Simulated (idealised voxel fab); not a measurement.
process module | voxel self aligned contacts
cross-section cut | 215 nm wide | cells 5 nm
A cross-section is a grid of square cells, given in bands from the top down. A band is one or more rows of cells.
Each band's line starts with the height of the band's top and of its bottom, in nm. Then come its materials from left to right, each with its width in nm. One material with "throughout" fills the band from edge to edge. "air" is empty space.
Height 0 is the level under which the wafer as received is all one material. The lowest band goes on downwards, as in "0 down".
A width such as "30 to 40" changes by the same amount from each row of cells to the next, from the band's top row to its bottom row.
"no change" after a step means that no cell of the cross-section changed.
closed voids: empty space of 8 cells or more with no open way to the top, each as width x height at its distance from the left edge, in nm
after a step's settings: what the simulator itself notes on the step
overlay nm, on a step with a mask: how far to the right of its planned place the mask lay; to the left if negative
plan
1 op RECEIVE | material Si
2 op OXIDIZE | depth nm 5
3 op DIRECTIONAL_DEP | material polySi | thk nm 30
4 op DIRECTIONAL_DEP | material SiN | thk nm 20
5 op DIRECTIONAL_DEP | material aC | thk nm 10
6 op PATTERN | tone cover | mask id GATE | material resist | width nm 25 | pitch nm 60 | thk nm 25 | overlay nm 0
7 op DIRECTIONAL_ETCH | etch materials aC | depth nm 10
8 op STRIP | etch materials resist
9 op DIRECTIONAL_ETCH | etch materials SiN | depth nm 20
10 op DIRECTIONAL_ETCH | etch materials polySi | depth nm 30
11 op STRIP | etch materials aC
12 op CONFORMAL_DEP | material SiN | thk nm 5
13 op DIRECTIONAL_ETCH | etch materials SiN | depth nm 5
14 op FILL_DEP | material SiO2 | thk nm 10
15 op CMP | height nm 55
16 op PATTERN | tone open | mask id CONTACT | material resist | width nm 45 | thk nm 15 | overlay nm 0
17 op DIRECTIONAL_ETCH | etch materials SiO2 | depth nm 60
18 op STRIP | etch materials resist
19 op CONFORMAL_DEP | material TiN | thk nm 5
20 op FILL_DEP | material Ru | thk nm 10
21 op CMP | height nm 55
22 op CONFORMAL_DEP | material SiN | thk nm 5
varied across the wafers: thk nm of step 12. The plan shows the first wafer's value. All wafers start alike
first wafer as received, after step 1
  0 down: Si throughout
  closed voids: none
each wafer at the end: cells of each material gained (+) or lost (-) since it was received, then its closed voids
thk nm 5 | +33 Ru | -43 Si | +123 SiN | +312 SiO2 | +31 TiN | +60 polySi | closed voids: none
thk nm 10 | +9 Ru | -43 Si | +206 SiN | +263 SiO2 | +21 TiN | +60 polySi | closed voids: none
thk nm 15 | -43 Si | +267 SiN | +223 SiO2 | +9 TiN | +60 polySi | closed voids: none
thk nm 20 | -43 Si | +312 SiN | +187 SiO2 | +60 polySi | closed voids: none
